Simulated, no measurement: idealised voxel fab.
Proc. module: voxel released beams
Each square cell in cross-section cut measures 5 nm, and the section as a whole is 205 nm wide.
In this document a cross-section is written as a grid of square cells. It is given as a series of bands, listed from the top down, and a band is one or more rows of cells.
Top, bottom (nm), then materials left to right with widths (nm); lone material tagged "full width" fills the whole band edge to edge; "empty" = empty space.
Heights from 0 (as-received wafer is one material below). Bottom band endless downward, as "0..down".
With a width like "30->40", each row of cells in the band differs from the next by the same amount, the top row carrying the first number and the bottom row the second.
Key: "nothing got changed" - step with no changed cell in the cross-section.
Closed-off voids of 8+ cells (no open route to the top) go in "Voids, enclosed", written width x height at distance from the left edge, in nm.
Formally, on a step line, whatever follows the settings is a remark that the simulator itself makes on the step.
overlay nm, on a step with a mask: how far to the right of its planned place the mask lay; to the left if negative
[Steps planned for the process]
1. op RECEIVE | material Si
2. op CONFORMAL_DEP | material SiN | thk nm 10
3. op DIRECTIONAL_DEP | material SiO2 | thk nm 15
4. op DIRECTIONAL_DEP | material aC | thk nm 10
5. op PATTERN | tone open | mask id ANCHOR | material resist | width nm 25 | thk nm 30 | overlay nm 0
6. op DIRECTIONAL_ETCH | etch materials aC | depth nm 10
7. op STRIP | etch materials resist
8. op DIRECTIONAL_ETCH | etch materials SiO2 | depth nm 15
9. op STRIP | etch materials aC
10. op CONFORMAL_DEP | material W | thk nm 10
11. op DIRECTIONAL_DEP | material aC | thk nm 15
12. op PATTERN | tone cover | mask id BEAM | material resist | width nm 90 | thk nm 35 | overlay nm 0
13. op DIRECTIONAL_ETCH | etch materials aC | depth nm 15
14. op STRIP | etch materials resist
15. op DIRECTIONAL_ETCH | etch materials W | depth nm 10
16. op STRIP | etch materials aC
17. op STRIP | etch materials SiO2
[Cross-section: wafer on arrival = after step 1]
  0..down: Si full width
  Voids, enclosed: none
[Run as planned - first of the two wafers cross-sectioned at the end of the module]
  35..25: empty=55, then W=15, then empty=5, then W=70, then empty=60
  25..20: empty=60, then W=10, then empty=5, then W=10, then empty=120
  20..10: empty=60, then W=25, then empty=120
  10..0: SiN full width
  0..down: Si full width
  Voids, enclosed: none
[Wafer two, sectioned after the module: the first wafer's start, the first wafer's plan, and one mistake in how it was run]
  35..25: empty=55, then W=90, then empty=60
  25..15: SiN full width
  15..0: SiO2 full width
  0..down: Si full width
  Voids, enclosed: none
Which mistake was made when the wafer was run? steps 2 and 3 got flipped, so each one ran where the other should have
Heads up, by the end the second wafer has more or fewer cells of some materials compared to the first: 123 more of SiO2 | 12 fewer of W
